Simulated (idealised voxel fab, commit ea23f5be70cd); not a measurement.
Presented below is a process module, voxel wiring stack.
The figure presents cross-section cut, which has a width of 195 nm and is divided into square cells with an edge length of 5 nm.
We lay out every cross-section as a grid of square cells and spell it out in bands from the top down, where one band means one or more rows of cells. Top height, bottom height, nm. Materials left to right, width each, nm. Single material + "all across" = fills band edge to edge. "blank" = empty. We count height from 0. Below that, the starting wafer is all one material. The lowest band never ends at the bottom but goes on down; see "top 0, no bottom" for how that is written. Read "30 to 40" as a graded width: first number on top, second number at the bottom, same change between each pair of neighbouring rows. Reading "no modifications" for a step: not a cell of the cross-section changed in it. Voids not open to the top, 8 cells minimum: see "Voids, sealed". Written width x height at distance; distance is from the left edge; nm. What comes after the settings on a step's line is commentary from the simulator itself on that step. You can add "overlay nm" to a step's line. For a step with a mask, it describes how far the mask lay to the right of its planned position, and a negative number describes a lay to the left.

This section lists the process steps that were planned
1: RECEIVE, material Si
2: CONFORMAL_DEP, material SiO2, thk nm 15
3: DIRECTIONAL_DEP, material TiN, thk nm 5
4: DIRECTIONAL_DEP, material Ru, thk nm 15
5: PATTERN, tone cover, mask id METAL_1, material resist, width nm 30, pitch nm 45, thk nm 20, overlay nm 0
6: DIRECTIONAL_ETCH, etch materials Ru, depth nm 15
7: DIRECTIONAL_ETCH, etch materials TiN, depth nm 5
8: STRIP, etch materials resist
9: CONFORMAL_DEP, material SiCN, thk nm 5
10: FILL_DEP, material SiO2, thk nm 5
11: CMP, height nm 35
12: CONFORMAL_DEP, material SiCN, thk nm 5
13: DIRECTIONAL_DEP, material SiO2, thk nm 20
14: PATTERN, tone open, mask id PLUG_1, material resist, width nm 15, pitch nm 90, thk nm 15, overlay nm 0
15: DIRECTIONAL_ETCH, etch materials SiO2, depth nm 20
16: DIRECTIONAL_ETCH, etch materials SiCN, depth nm 5
17: STRIP, etch materials resist
18: EPI, material Ru, thk nm 10
19: EPI, material Ru, thk nm 10
20: EPI, material Ru, thk nm 5
21: DIRECTIONAL_DEP, material TiN, thk nm 5
22: DIRECTIONAL_DEP, material Ru, thk nm 20
23: MASKED_ETCH, tone cover, mask id METAL_2, width nm 30, pitch nm 45, etch materials Ru, depth nm 20, overlay nm 0
24: MASKED_ETCH, tone cover, mask id METAL_2, width nm 30, pitch nm 45, etch materials TiN, depth nm 5, overlay nm 0
25: FILL_DEP, material SiO2, thk nm 10
26: CMP, height nm 85
27: CONFORMAL_DEP, material SiN, thk nm 5

First of two wafers - as planned

As-received wafer cross-section (after step 1)
> top 0, no bottom: Si all across
> Voids, sealed: none

Sectional view: wafer, after step 2
> top 15, bottom 0: SiO2 all across
> Below 0, no change.

Sectional view: wafer, after step 3
> top 20, bottom 15: TiN all across
> Below 15, no change.

Sectional view: wafer, after step 4
> top 35, bottom 20: Ru all across
> Below 20, no change.

Sectional view: wafer, after step 5
> top 55, bottom 35: 15 nm blank, then 30 nm resist, then 15 nm blank, then 30 nm resist, then 15 nm blank, then 30 nm resist, then 15 nm blank, then 30 nm resist, then 15 nm blank
> Below 35, no change.

Sectional view: wafer, after step 6
> top 55, bottom 35: 15 nm blank, then 30 nm resist, then 15 nm blank, then 30 nm resist, then 15 nm blank, then 30 nm resist, then 15 nm blank, then 30 nm resist, then 15 nm blank
> top 35, bottom 20: 15 nm blank, then 30 nm Ru, then 15 nm blank, then 30 nm Ru, then 15 nm blank, then 30 nm Ru, then 15 nm blank, then 30 nm Ru, then 15 nm blank
> Below 20, no change.

Sectional view: wafer, after step 7
> top 55, bottom 35: 15 nm blank, then 30 nm resist, then 15 nm blank, then 30 nm resist, then 15 nm blank, then 30 nm resist, then 15 nm blank, then 30 nm resist, then 15 nm blank
> top 35, bottom 20: 15 nm blank, then 30 nm Ru, then 15 nm blank, then 30 nm Ru, then 15 nm blank, then 30 nm Ru, then 15 nm blank, then 30 nm Ru, then 15 nm blank
> top 20, bottom 15: 15 nm blank, then 30 nm TiN, then 15 nm blank, then 30 nm TiN, then 15 nm blank, then 30 nm TiN, then 15 nm blank, then 30 nm TiN, then 15 nm blank
> Below 15, no change.

Sectional view: wafer, after step 8
> top 35, bottom 20: 15 nm blank, then 30 nm Ru, then 15 nm blank, then 30 nm Ru, then 15 nm blank, then 30 nm Ru, then 15 nm blank, then 30 nm Ru, then 15 nm blank
> Below 20, no change.

Sectional view: wafer, after step 9
> top 40, bottom 35: 10 nm blank, then 40 nm SiCN, then 5 nm blank, then 40 nm SiCN, then 5 nm blank, then 40 nm SiCN, then 5 nm blank, then 40 nm SiCN, then 10 nm blank
> top 35, bottom 20: 10 nm blank, then 5 nm SiCN, then 30 nm Ru, then 5 nm SiCN, then 5 nm blank, then 5 nm SiCN, then 30 nm Ru, then 5 nm SiCN, then 5 nm blank, then 5 nm SiCN, then 30 nm Ru, then 5 nm SiCN, then 5 nm blank, then 5 nm SiCN, then 30 nm Ru, then 5 nm SiCN, then 10 nm blank
> top 20, bottom 15: 15 nm SiCN, then 30 nm TiN, then 15 nm SiCN, then 30 nm TiN, then 15 nm SiCN, then 30 nm TiN, then 15 nm SiCN, then 30 nm TiN, then 15 nm SiCN
> Below 15, no change.

Sectional view: wafer, after step 10
> top 45, bottom 40: SiO2 all across
> top 40, bottom 35: 10 nm SiO2, then 40 nm SiCN, then 5 nm SiO2, then 40 nm SiCN, then 5 nm SiO2, then 40 nm SiCN, then 5 nm SiO2, then 40 nm SiCN, then 10 nm SiO2
> top 35, bottom 20: 10 nm SiO2, then 5 nm SiCN, then 30 nm Ru, then 5 nm SiCN, then 5 nm SiO2, then 5 nm SiCN, then 30 nm Ru, then 5 nm SiCN, then 5 nm SiO2, then 5 nm SiCN, then 30 nm Ru, then 5 nm SiCN, then 5 nm SiO2, then 5 nm SiCN, then 30 nm Ru, then 5 nm SiCN, then 10 nm SiO2
> Below 20, no change.

Sectional view: wafer, after step 11
> top 35, bottom 20: 10 nm SiO2, then 5 nm SiCN, then 30 nm Ru, then 5 nm SiCN, then 5 nm SiO2, then 5 nm SiCN, then 30 nm Ru, then 5 nm SiCN, then 5 nm SiO2, then 5 nm SiCN, then 30 nm Ru, then 5 nm SiCN, then 5 nm SiO2, then 5 nm SiCN, then 30 nm Ru, then 5 nm SiCN, then 10 nm SiO2
> Below 20, no change.

Sectional view: wafer, after step 12
> top 40, bottom 35: SiCN all across
> Below 35, no change.

Sectional view: wafer, after step 13
> top 60, bottom 40: SiO2 all across
> Below 40, no change.

Sectional view: wafer, after step 14
> top 75, bottom 60: 15 nm resist, then 15 nm blank, then 75 nm resist, then 15 nm blank, then 75 nm resist
> Below 60, no change.

Sectional view: wafer, after step 15
> top 75, bottom 60: 15 nm resist, then 15 nm blank, then 75 nm resist, then 15 nm blank, then 75 nm resist
> top 60, bottom 40: 15 nm SiO2, then 15 nm blank, then 75 nm SiO2, then 15 nm blank, then 75 nm SiO2
> Below 40, no change.

Sectional view: wafer, after step 16
> top 75, bottom 60: 15 nm resist, then 15 nm blank, then 75 nm resist, then 15 nm blank, then 75 nm resist
> top 60, bottom 40: 15 nm SiO2, then 15 nm blank, then 75 nm SiO2, then 15 nm blank, then 75 nm SiO2
> top 40, bottom 35: 15 nm SiCN, then 15 nm blank, then 75 nm SiCN, then 15 nm blank, then 75 nm SiCN
> Below 35, no change.

Sectional view: wafer, after step 17
> top 60, bottom 40: 15 nm SiO2, then 15 nm blank, then 75 nm SiO2, then 15 nm blank, then 75 nm SiO2
> Below 40, no change.

Sectional view: wafer, after step 18
> top 60, bottom 45: 15 nm SiO2, then 15 nm blank, then 75 nm SiO2, then 15 nm blank, then 75 nm SiO2
> top 45, bottom 40: 15 nm SiO2, then 15 nm Ru, then 75 nm SiO2, then 15 nm Ru, then 75 nm SiO2
> top 40, bottom 35: 15 nm SiCN, then 15 nm Ru, then 75 nm SiCN, then 15 nm Ru, then 75 nm SiCN
> Below 35, no change.

Sectional view: wafer, after step 19
> top 60, bottom 55: 15 nm SiO2, then 15 nm blank, then 75 nm SiO2, then 15 nm blank, then 75 nm SiO2
> top 55, bottom 40: 15 nm SiO2, then 15 nm Ru, then 75 nm SiO2, then 15 nm Ru, then 75 nm SiO2
> Below 40, no change.

Sectional view: wafer, after step 20
> top 60, bottom 40: 15 nm SiO2, then 15 nm Ru, then 75 nm SiO2, then 15 nm Ru, then 75 nm SiO2
> Below 40, no change.

Sectional view: wafer, after step 21
> top 65, bottom 60: TiN all across
> Below 60, no change.

Sectional view: wafer, after step 22
> top 85, bottom 65: Ru all across
> Below 65, no change.

Sectional view: wafer, after step 23
> top 85, bottom 65: 15 nm blank, then 30 nm Ru, then 15 nm blank, then 30 nm Ru, then 15 nm blank, then 30 nm Ru, then 15 nm blank, then 30 nm Ru, then 15 nm blank
> Below 65, no change.

Sectional view: wafer, after step 24
> top 85, bottom 65: 15 nm blank, then 30 nm Ru, then 15 nm blank, then 30 nm Ru, then 15 nm blank, then 30 nm Ru, then 15 nm blank, then 30 nm Ru, then 15 nm blank
> top 65, bottom 60: 15 nm blank, then 30 nm TiN, then 15 nm blank, then 30 nm TiN, then 15 nm blank, then 30 nm TiN, then 15 nm blank, then 30 nm TiN, then 15 nm blank
> Below 60, no change.

Sectional view: wafer, after step 25
> top 95, bottom 85: SiO2 all across
> top 85, bottom 65: 15 nm SiO2, then 30 nm Ru, then 15 nm SiO2, then 30 nm Ru, then 15 nm SiO2, then 30 nm Ru, then 15 nm SiO2, then 30 nm Ru, then 15 nm SiO2
> top 65, bottom 60: 15 nm SiO2, then 30 nm TiN, then 15 nm SiO2, then 30 nm TiN, then 15 nm SiO2, then 30 nm TiN, then 15 nm SiO2, then 30 nm TiN, then 15 nm SiO2
> Below 60, no change.

Sectional view: wafer, after step 26
> top 85, bottom 65: 15 nm SiO2, then 30 nm Ru, then 15 nm SiO2, then 30 nm Ru, then 15 nm SiO2, then 30 nm Ru, then 15 nm SiO2, then 30 nm Ru, then 15 nm SiO2
> Below 65, no change.

Sectional view: wafer, after step 27
> top 90, bottom 85: SiN all across
> Below 85, no change.

The second wafer was prepared from the same starting point and under the same plan as the first; its processing contained one mistake, and it remains indistinguishable from the first wafer up to and including step 22

Planned end of step 23: second wafer, cross-section
> top 85, bottom 65: 15 nm Ru, then 30 nm blank, then 15 nm Ru, then 30 nm blank, then 15 nm Ru, then 30 nm blank, then 15 nm Ru, then 30 nm blank, then 15 nm Ru
> Below 65, no change.

Planned end of step 24: second wafer, cross-section: no modifications

Planned end of step 25: second wafer, cross-section
> top 95, bottom 85: SiO2 all across
> top 85, bottom 65: 15 nm Ru, then 30 nm SiO2, then 15 nm Ru, then 30 nm SiO2, then 15 nm Ru, then 30 nm SiO2, then 15 nm Ru, then 30 nm SiO2, then 15 nm Ru
> Below 65, no change.

Planned end of step 26: second wafer, cross-section
> top 85, bottom 65: 15 nm Ru, then 30 nm SiO2, then 15 nm Ru, then 30 nm SiO2, then 15 nm Ru, then 30 nm SiO2, then 15 nm Ru, then 30 nm SiO2, then 15 nm Ru
> Below 65, no change.

Planned end of step 27: second wafer, cross-section
> top 90, bottom 85: SiN all across
> Below 85, no change.
Against the plan, the run slipped here: the process deviated at step 23: the operation and settings actually run there were MASKED_ETCH, tone open, mask id METAL_2, width nm 30, pitch nm 45, etch materials Ru, depth nm 20, overlay nm 0
End of process, cell counts, second wafer against first, materials with more or fewer: Ru -36, SiO2 +21, TiN +15
